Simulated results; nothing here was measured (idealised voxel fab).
Process module, titled voxel self aligned vias
Section cut is 255 nm wide and gridded with 5 nm square cells.
Reading order for cross-sections: top band down to bottom band. Underlying form: a grid of square cells. Band size: one or more rows of cells. First you get the band's top height and its bottom height, in nm, and then the materials it's made of, left to right, with each width in nm. If you see a single material with "full width", that one covers the band edge to edge. "air" is empty space. Convention: height 0 is the level below which the wafer, as received, is all one material. The lowest band does not terminate at the bottom but continues downward, represented as "top 0, no bottom". A width such as "30..40" changes by the same amount from each row of cells to the next, from the band's top row to its bottom row. The cross-section has no changed cell in any step marked "nothing different". The entry titled "Unvented cavities" provides the empty spaces that have no open way to the top, restricted to those of 8 cells or more. Each is presented as width x height at distance, the distance being measured from the left edge, with all three in nm. On a step's line, text after the settings is the simulator commenting on that step. You can add "overlay nm" to a step's line. For a step with a mask, it describes how far the mask lay to the right of its planned position, and a negative number describes a lay to the left.
**Set out below are the planned steps of the process**
1. RECEIVE,material Si
2. CONFORMAL_DEP,material SiO2,thk nm 10
3. CONFORMAL_DEP,material SiCN,thk nm 5
4. DIRECTIONAL_DEP,material SiO2,thk nm 25
5. DIRECTIONAL_DEP,material aC,thk nm 15
6. PATTERN,tone open,mask id LINES,material resist,width nm 25,pitch nm 75,thk nm 30,overlay nm 0
7. DIRECTIONAL_ETCH,etch materials aC,depth nm 15
8. STRIP,etch materials resist
9. DIRECTIONAL_ETCH,etch materials SiO2,depth nm 25
10. STRIP,etch materials aC
11. CONFORMAL_DEP,material TiN,thk nm 5
12. FILL_DEP,material Ru,thk nm 5
13. CMP,height nm 40
14. SELECTIVE_ETCH,etch materials W Ru TiN,depth nm 10
15. FILL_DEP,material SiN,thk nm 5
16. CMP,height nm 40
17. DIRECTIONAL_DEP,material SiO2,thk nm 15
18. PATTERN,tone open,mask id VIAS,material resist,width nm 45,pitch nm 150,thk nm 15,overlay nm 0
19. DIRECTIONAL_ETCH,etch materials SiO2,depth nm 15
20. DIRECTIONAL_ETCH,etch materials SiN,depth nm 10
21. STRIP,etch materials resist
22. CONFORMAL_DEP,material TiN,thk nm 5
23. FILL_DEP,material Cu,thk nm 10
24. CMP,height nm 55
25. CONFORMAL_DEP,material SiN,thk nm 5
**Cross-section of the wafer at receipt, which is the condition after step 1**
* top 0, no bottom: Si full width
* Unvented cavities: none
**Cross-section at module end, one run error; start and plan unchanged from above**
* top 60, bottom 55: SiN full width
* top 55, bottom 45: SiO2 20 nm / TiN 5 nm / Cu 35 nm / TiN 5 nm / SiO2 105 nm / TiN 5 nm / Cu 35 nm / TiN 5 nm / SiO2 40 nm
* top 45, bottom 40: SiO2 20 nm / TiN 25 nm / Cu 15 nm / TiN 5 nm / SiO2 105 nm / TiN 25 nm / Cu 15 nm / TiN 5 nm / SiO2 40 nm
* top 40, bottom 35: SiO2 40 nm / TiN 5 nm / Cu 15 nm / TiN 5 nm / SiO2 50 nm / SiN 25 nm / SiO2 50 nm / TiN 5 nm / Cu 15 nm / TiN 5 nm / SiO2 40 nm
* top 35, bottom 30: SiO2 40 nm / TiN 25 nm / SiO2 50 nm / SiN 25 nm / SiO2 50 nm / TiN 25 nm / SiO2 40 nm
* top 30, bottom 20: SiO2 40 nm / TiN 5 nm / Ru 15 nm / TiN 5 nm / SiO2 50 nm / TiN 5 nm / Ru 15 nm / TiN 5 nm / SiO2 50 nm / TiN 5 nm / Ru 15 nm / TiN 5 nm / SiO2 40 nm
* top 20, bottom 15: SiO2 40 nm / TiN 25 nm / SiO2 50 nm / TiN 25 nm / SiO2 50 nm / TiN 25 nm / SiO2 40 nm
* top 15, bottom 10: SiCN full width
* top 10, bottom 0: SiO2 full width
* top 0, no bottom: Si full width
* Unvented cavities: none
It is concluded that the wafer was processed incorrectly with respect to the plan, in that step 18 went in with a setting other than planned; the actual run was PATTERN,tone open,mask id VIAS,material resist,width nm 45,pitch nm 150,thk nm 15,overlay nm -10
